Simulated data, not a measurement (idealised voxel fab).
The name of this process module is voxel transistor to metal.
We display cut, a cross-section 165 nm in width whose square cells are each 5 nm.
Cross-section = grid of square cells, listed top down in bands; band = one or more rows. Read a band's entry like this: the first values are the height of its top and the height of its bottom in nm, and what follows is the sequence of materials from left to right, each with its width in nm. Note that "empty" is empty space, and that a single material marked "full width" reaches across the band from edge to edge. Heads up on the height convention: 0 is the point under which the incoming wafer is all one material, and the lowest band has no bottom, it just keeps going down, like "z 0 and below". The two numbers in a width such as "30 to 40" mark its ends across the band: the first belongs to the top row of cells, the second to the bottom row, and from each row to the next the width moves by the same amount. For the purposes of this document, the phrase "no alteration" attached to a step denotes that no cell within the cross-section was modified by that step. So "Closed void catalog" is basically the list of trapped voids: any empty space of 8 cells or more that can't reach the top through an opening. They're written width x height at distance, the distance being from the left edge, and it's all nm. after a step's settings: what the simulator itself notes on the step. overlay nm: how far to the right of its planned place the mask lay on this masked step (negative: to the left).
Process steps - plan:
1,RECEIVE,material Si
2,CONFORMAL_DEP,material SiO2,thk nm 5
3,CONFORMAL_DEP,material SiN,thk nm 15
4,MASKED_ETCH,tone cover,mask id ACTIVE,width nm 115,etch materials SiN,depth nm 15,overlay nm 0
5,MASKED_ETCH,tone cover,mask id ACTIVE,width nm 115,etch materials SiO2,depth nm 5,overlay nm 0
6,MASKED_ETCH,tone cover,mask id ACTIVE,width nm 115,etch materials Si,depth nm 20,overlay nm 0
7,FILL_DEP,material SiO2,thk nm 15
8,CMP,height nm 20
9,SELECTIVE_ETCH,etch materials SiO2,depth nm 5
10,STRIP,etch materials SiN
11,SELECTIVE_ETCH,etch materials SiO2,depth nm 5
12,OXIDIZE,depth nm 5
13,DIRECTIONAL_DEP,material polySi,thk nm 25
14,DIRECTIONAL_DEP,material SiCN,thk nm 10
15,MASKED_ETCH,tone cover,mask id GATE,width nm 15,etch materials SiCN,depth nm 20,overlay nm 0
16,MASKED_ETCH,tone cover,mask id GATE,width nm 15,etch materials polySi,depth nm 35,overlay nm 0
17,CONFORMAL_DEP,material SiO2,thk nm 5
18,DIRECTIONAL_ETCH,etch materials SiO2,depth nm 5
19,CONFORMAL_DEP,material SiN,thk nm 10
20,DIRECTIONAL_ETCH,etch materials SiN,depth nm 10
21,DIRECTIONAL_ETCH,etch materials SiO2,depth nm 5
22,DIRECTIONAL_ETCH,etch materials Si,depth nm 5
23,EPI,material nSi,thk nm 10
24,FILL_DEP,material SiO2,thk nm 10
25,CMP,height nm 35
26,DIRECTIONAL_DEP,material SiO2,thk nm 15
27,PATTERN,tone open,mask id CONTACT,material resist,width nm 20,pitch nm 75,thk nm 20,overlay nm 0
28,DIRECTIONAL_ETCH,etch materials SiO2,depth nm 50
29,STRIP,etch materials resist
30,CONFORMAL_DEP,material TiN,thk nm 5
31,FILL_DEP,material Ru,thk nm 10
32,CMP,height nm 50
33,CONFORMAL_DEP,material SiN,thk nm 5
34,DIRECTIONAL_DEP,material lowk,thk nm 15
35,PATTERN,tone open,mask id METAL_1,material resist,width nm 20,pitch nm 75,thk nm 15,overlay nm 0
36,DIRECTIONAL_ETCH,etch materials lowk,depth nm 15
37,DIRECTIONAL_ETCH,etch materials SiN,depth nm 5
38,STRIP,etch materials resist
39,CONFORMAL_DEP,material TiN,thk nm 5
40,FILL_DEP,material Ru,thk nm 5
41,CMP,height nm 70
42,CONFORMAL_DEP,material SiCN,thk nm 5
43,DIRECTIONAL_DEP,material lowk,thk nm 25
44,MASKED_ETCH,tone open,mask id METAL_2_HOLES,width nm 15,pitch nm 75,etch materials lowk,depth nm 25,overlay nm 0
45,DIRECTIONAL_DEP,material aC,thk nm 10
46,PATTERN,tone open,mask id METAL_2,material resist,width nm 20,pitch nm 75,thk nm 25,overlay nm 0
47,DIRECTIONAL_ETCH,etch materials aC,depth nm 10
48,STRIP,etch materials resist
49,DIRECTIONAL_ETCH,etch materials lowk,depth nm 15
50,DIRECTIONAL_ETCH,etch materials SiCN,depth nm 5
51,STRIP,etch materials aC
52,CONFORMAL_DEP,material TiN,thk nm 5
53,FILL_DEP,material Ru,thk nm 10
54,CMP,height nm 100
55,CONFORMAL_DEP,material SiCN,thk nm 5
Across this set of wafers, the varied parameter is the width nm of step 16. Starting conditions are identical for every wafer, and the plan reports the value assigned to the first wafer.
Sectional view: first of several wafers, as received, after step 1:
	z 0 and below | Si full width
	Closed void catalog: none
Wafer rows, end of module: cells per material gained (+) or lost (-) since receipt; closed voids last:
width nm 15, +58 Ru, -73 Si, +66 SiCN, +61 SiN, +244 SiO2, +90 TiN, +204 lowk, +28 nSi, +15 polySi, Closed void catalog: none
width nm 20, +58 Ru, -72 Si, +66 SiCN, +61 SiN, +241 SiO2, +89 TiN, +204 lowk, +26 nSi, +20 polySi, Closed void catalog: none
width nm 25, +58 Ru, -71 Si, +66 SiCN, +61 SiN, +238 SiO2, +88 TiN, +204 lowk, +24 nSi, +25 polySi, Closed void catalog: none
width nm 30, +54 Ru, -70 Si, +66 SiCN, +61 SiN, +239 SiO2, +88 TiN, +204 lowk, +21 nSi, +30 polySi, Closed void catalog: none
